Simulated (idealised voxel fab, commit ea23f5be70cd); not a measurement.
Herein follows the process module entitled voxel local oxidation.
Shown is cross-section cut, with a width of 265 nm and square cells of size 5 nm.
A cross-section is a grid of square cells, given in bands from the top down. A band is one or more rows of cells.
Band: top and bottom heights (nm) first, top before bottom; then materials from left to right, widths in nm. "throughout" marks a sole material filling the band edge to edge. "empty" denotes empty space.
Below 0: as-received wafer, all one material; heights counted from there. Lowest band: no bottom, goes on down, written "z 0 and below".
The width entry "30->40" should be interpreted row by row: the top row of cells in the band takes the first number, the bottom row takes the second number, and the change between adjacent rows is uniform throughout.
For the purposes of this document, the phrase "nothing altered" attached to a step denotes that no cell within the cross-section was modified by that step.
Closed empty spaces (no open way to the top) of 8 cells or more are what "Trapped cavities" lists, each as width x height at distance from the left edge, nm for all three.
The remark found on a step's line after its settings is issued by the simulator itself and pertains to that step.
Among the settings permitted on a step's line is "overlay nm"; applied to a step with a mask, it specifies the extent to which the mask lay to the right of its planned position, whereas a negative figure signifies a position to the left.

Set out below are the planned steps of the process:
1) RECEIVE,material Si
2) OXIDIZE,depth nm 5
3) CONFORMAL_DEP,material SiN,thk nm 10
4) MASKED_ETCH,tone cover,mask id ACTIVE,width nm 130,etch materials SiN,depth nm 10,overlay nm 0
5) SELECTIVE_ETCH,etch materials SiO2,depth nm 5
6) OXIDIZE,depth nm 15
7) STRIP,etch materials SiN

First out of two wafers; run went to plan:

Cross-section: wafer on arrival = after step 1:
> z 0 and below | Si throughout
> Trapped cavities: none

After step 2: wafer cross-section:
> z 0 to -5 | SiO2 throughout
> No changes below -5.

After step 3: wafer cross-section:
> z 10 to 0 | SiN throughout
> No changes below 0.

After step 4: wafer cross-section:
> z 10 to 0 | empty (65) | SiN (130) | empty (70)
> No changes below 0.

After step 5: wafer cross-section:
> z 10 to 0 | empty (65) | SiN (130) | empty (70)
> z 0 to -5 | empty (70) | SiO2 (120) | empty (75)
> No changes below -5.

After step 6: wafer cross-section:
> z 10 to 0 | empty (65) | SiN (130) | empty (70)
> z 0 to -5 | empty (70) | SiO2 (120) | empty (75)
> z -5 to -20 | SiO2 (85) | Si (90) | SiO2 (90)
> No changes below -20.

After step 7: wafer cross-section:
> z 0 to -5 | empty (70) | SiO2 (120) | empty (75)
> No changes below -5.

The remaining wafer, second of the two, started like the first and was run to the same plan, except that one mistake was made along the way; the two coincide through step 3, inclusive:

Cross-section, second wafer, at the end time the plan gives for step 4:
> z 10 to 0 | empty (75) | SiN (130) | empty (60)
> No changes below 0.

Cross-section, second wafer, at the end time the plan gives for step 5:
> z 10 to 0 | empty (75) | SiN (130) | empty (60)
> z 0 to -5 | empty (80) | SiO2 (120) | empty (65)
> No changes below -5.

Cross-section, second wafer, at the end time the plan gives for step 6:
> z 10 to 0 | empty (75) | SiN (130) | empty (60)
> z 0 to -5 | empty (80) | SiO2 (120) | empty (65)
> z -5 to -20 | SiO2 (95) | Si (90) | SiO2 (80)
> No changes below -20.

Cross-section, second wafer, at the end time the plan gives for step 7:
> z 0 to -5 | empty (80) | SiO2 (120) | empty (65)
> No changes below -5.
Error vs. plan: heads up, step 4 didn't go per plan, it actually ran as MASKED_ETCH,tone cover,mask id ACTIVE,width nm 130,etch materials SiN,depth nm 10,overlay nm 10
Final wafers compared: equal cell tally per material, rearranged layout.
